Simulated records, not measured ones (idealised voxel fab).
Module name: voxel ribs on slabs (process module)
Square cells of 5 nm make up the cross-section cut, whose width is 250 nm.
Each cross-section below is a grid of square cells, stated as bands in top-down order, with one or more rows of cells making up each band.
This entry defines a band. It first specifies the height of the band's top and the height of its bottom in nm, and then specifies the band's materials from left to right, stating each material with its width in nm. The word "edge to edge" identifies a single material that fills the band from edge to edge, while the word "air" identifies empty space.
Height datum 0, below which the as-received substrate wafer is one material. Lowest band open at the bottom, running downward: "0 down".
A width given as "30 to 40" starts at the first number in the band's top row and ends at the second number in its bottom row, shifting by an equal amount at every step from row to row.
Step marked "no alterations made"? Then no cell in the cross-section changed in it.
Enclosed cavities: empty space of 8 cells or more with no open way to the top, each as width x height at its distance from the left edge, in nm
On each step's line, the part that comes after the settings is the simulator's own comment on the step.
overlay nm: mask right of planned place by this much (step with mask). Neg. = left.

PLANNED STEP LIST FOR THE PROCESS
1,RECEIVE (material Si)
2,DIRECTIONAL_DEP (material SiO2; thk nm 25)
3,DIRECTIONAL_DEP (material polySi; thk nm 15)
4,PATTERN (tone cover; mask id RIB; material resist; width nm 30; thk nm 20; overlay nm 0)
5,DIRECTIONAL_ETCH (etch materials polySi; depth nm 10)
6,STRIP (etch materials resist)
7,MASKED_ETCH (tone cover; mask id SLAB; width nm 90; etch materials polySi; depth nm 5; overlay nm 0)
8,FILL_DEP (material SiO2; thk nm 25)
9,CMP (height nm 60)
10,DIRECTIONAL_DEP (material TiN; thk nm 5)
11,MASKED_ETCH (tone cover; mask id HEATER; width nm 40; etch materials TiN; depth nm 5; overlay nm 0)
12,CONFORMAL_DEP (material SiO2; thk nm 10)

SO THIS IS THE INCOMING WAFER IN CROSS-SECTION - IT'S ALREADY BEEN THROUGH STEP 1
- 0 down  Si edge to edge
- Enclosed cavities: none

A WAFER AT THE END: THIS START, THIS PLAN, ONE MISTAKE
- 65 to 60  air: 105; TiN: 40; air: 105
- 60 to 40  SiO2 edge to edge
- 40 to 30  SiO2: 110; polySi: 30; SiO2: 110
- 30 to 25  SiO2: 80; polySi: 90; SiO2: 80
- 25 to 0  SiO2 edge to edge
- 0 down  Si edge to edge
- Enclosed cavities: none
Want to know what went wrong? step 12 of the plan was omitted and not executed
